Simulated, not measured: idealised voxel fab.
The following is a process module called voxel gate over fins.
Cross-section cut: width 170 nm, square cells of 5 nm.
How to read a cross-section here: the picture is a grid of square cells, written as bands going from the top down, and any band can span one or more rows of cells. The band entry comprises the height of the band's top followed by the height of its bottom, expressed in nm, and subsequently the band's materials from left to right, each stated together with its width in nm. Where a single material is marked with the word "full width", that material fills the band from edge to edge. The word "air" represents empty space. Counting heights begins at 0, where everything beneath is, in the wafer as received, one material. The lowest band has no bottom; it goes on downwards, as "0 down" shows. The notation "30->40" denotes a width that varies across the rows of cells in the band, beginning at the first number in the top row, finishing at the second number in the bottom row, and changing by an identical amount from each row to the next. For the purposes of this document, the phrase "nothing different" attached to a step denotes that no cell within the cross-section was modified by that step. "Enclosed void entries": sealed empty spaces, 8 cells or more, no open way to top, listed width x height at distance, with distance from the left edge and width, height and distance in nm. On a step's line, text after the settings is the simulator commenting on that step. "overlay nm" answers the question of how far to the right of plan the mask lay on a step that has a mask, and when it is negative the answer is to the left.

### These are the steps we planned for the process
1) RECEIVE (material Si)
2) CONFORMAL_DEP (material SiN; thk nm 10)
3) DIRECTIONAL_DEP (material aC; thk nm 15)
4) PATTERN (tone cover; mask id FINS; material resist; width nm 15; pitch nm 35; thk nm 30; overlay nm 0)
5) DIRECTIONAL_ETCH (etch materials aC; depth nm 15)
6) STRIP (etch materials resist)
7) DIRECTIONAL_ETCH (etch materials SiN; depth nm 10)
8) DIRECTIONAL_ETCH (etch materials Si; depth nm 40)
9) STRIP (etch materials aC)
10) OXIDIZE (depth nm 5)
11) FILL_DEP (material SiO2; thk nm 15)
12) CMP (height nm 10)
13) SELECTIVE_ETCH (etch materials SiO2; depth nm 25)
14) STRIP (etch materials SiN)
15) CONFORMAL_DEP (material HfO2; thk nm 5)
16) CONFORMAL_DEP (material TiN; thk nm 5)
17) CONFORMAL_DEP (material TiAl; thk nm 5)
18) CONFORMAL_DEP (material TiN; thk nm 5)
19) FILL_DEP (material W; thk nm 15)
20) CMP (height nm 30)
21) CONFORMAL_DEP (material SiCN; thk nm 5)

### Cross-section, incoming material, after step 1
  0 down = Si full width
  Enclosed void entries: none

### The first of two wafers, cross-sectioned at the end of the module, with the run proceeding as planned
  35 to 30 = SiCN full width
  30 to 20 = W full width
  20 to 15 = W: 10, TiN: 150, W: 10
  15 to 10 = W: 10, TiN: 5, TiAl: 140, TiN: 5, W: 10
  10 to 5 = W: 10, TiN: 5, TiAl: 5, TiN: 25, TiAl: 10, TiN: 25, TiAl: 10, TiN: 25, TiAl: 10, TiN: 25, TiAl: 5, TiN: 5, W: 10
  5 to 0 = TiN: 15, TiAl: 5, TiN: 5, HfO2: 15, TiN: 5, TiAl: 10, TiN: 5, HfO2: 15, TiN: 5, TiAl: 10, TiN: 5, HfO2: 15, TiN: 5, TiAl: 10, TiN: 5, HfO2: 15, TiN: 5, TiAl: 5, TiN: 15
  0 to -5 = TiAl: 20, TiN: 5, HfO2: 5, Si: 5, HfO2: 5, TiN: 5, TiAl: 10, TiN: 5, HfO2: 5, Si: 5, HfO2: 5, TiN: 5, TiAl: 10, TiN: 5, HfO2: 5, Si: 5, HfO2: 5, TiN: 5, TiAl: 10, TiN: 5, HfO2: 5, Si: 5, HfO2: 5, TiN: 5, TiAl: 20
  -5 to -10 = TiN: 25, HfO2: 5, Si: 5, HfO2: 5, TiN: 20, HfO2: 5, Si: 5, HfO2: 5, TiN: 20, HfO2: 5, Si: 5, HfO2: 5, TiN: 20, HfO2: 5, Si: 5, HfO2: 5, TiN: 25
  -10 to -15 = HfO2: 30, Si: 5, HfO2: 30, Si: 5, HfO2: 30, Si: 5, HfO2: 30, Si: 5, HfO2: 30
  -15 to -45 = SiO2: 30, Si: 5, SiO2: 30, Si: 5, SiO2: 30, Si: 5, SiO2: 30, Si: 5, SiO2: 30
  -45 down = Si full width
  Enclosed void entries: none

### The second wafer, shown in cross-section after the module: started the same way as the first and given the same plan, yet one mistake crept into how it was run
  35 to 30 = SiCN full width
  30 to 20 = W full width
  20 to 15 = W: 10, TiN: 155, W: 5
  15 to 10 = W: 10, TiN: 5, TiAl: 145, TiN: 5, W: 5
  10 to 5 = W: 10, TiN: 5, TiAl: 5, TiN: 30, TiAl: 5, TiN: 30, TiAl: 5, TiN: 30, TiAl: 5, TiN: 30, TiAl: 5, TiN: 5, W: 5
  5 to 0 = TiN: 15, TiAl: 5, TiN: 5, HfO2: 20, TiN: 5, TiAl: 5, TiN: 5, HfO2: 20, TiN: 5, TiAl: 5, TiN: 5, HfO2: 20, TiN: 5, TiAl: 5, TiN: 5, HfO2: 20, TiN: 5, TiAl: 5, TiN: 10
  0 to -5 = TiAl: 20, TiN: 5, HfO2: 5, Si: 10, HfO2: 5, TiN: 5, TiAl: 5, TiN: 5, HfO2: 5, Si: 10, HfO2: 5, TiN: 5, TiAl: 5, TiN: 5, HfO2: 5, Si: 10, HfO2: 5, TiN: 5, TiAl: 5, TiN: 5, HfO2: 5, Si: 10, HfO2: 5, TiN: 5, TiAl: 15
  -5 to -10 = TiN: 25, HfO2: 5, Si: 10, HfO2: 5, TiN: 15, HfO2: 5, Si: 10, HfO2: 5, TiN: 15, HfO2: 5, Si: 10, HfO2: 5, TiN: 15, HfO2: 5, Si: 10, HfO2: 5, TiN: 20
  -10 to -15 = HfO2: 30, Si: 10, HfO2: 25, Si: 10, HfO2: 25, Si: 10, HfO2: 25, Si: 10, HfO2: 25
  -15 to -45 = SiO2: 30, Si: 10, SiO2: 25, Si: 10, SiO2: 25, Si: 10, SiO2: 25, Si: 10, SiO2: 25
  -45 down = Si full width
  Enclosed void entries: none
Error vs. plan: the process deviated at step 4: the operation and settings actually run there were PATTERN (tone cover; mask id FINS; material resist; width nm 20; pitch nm 35; thk nm 30; overlay nm 0)
Final cells, second wafer relative to first, materials higher or lower: +36 Si | -24 SiO2 | -9 TiAl | -3 W
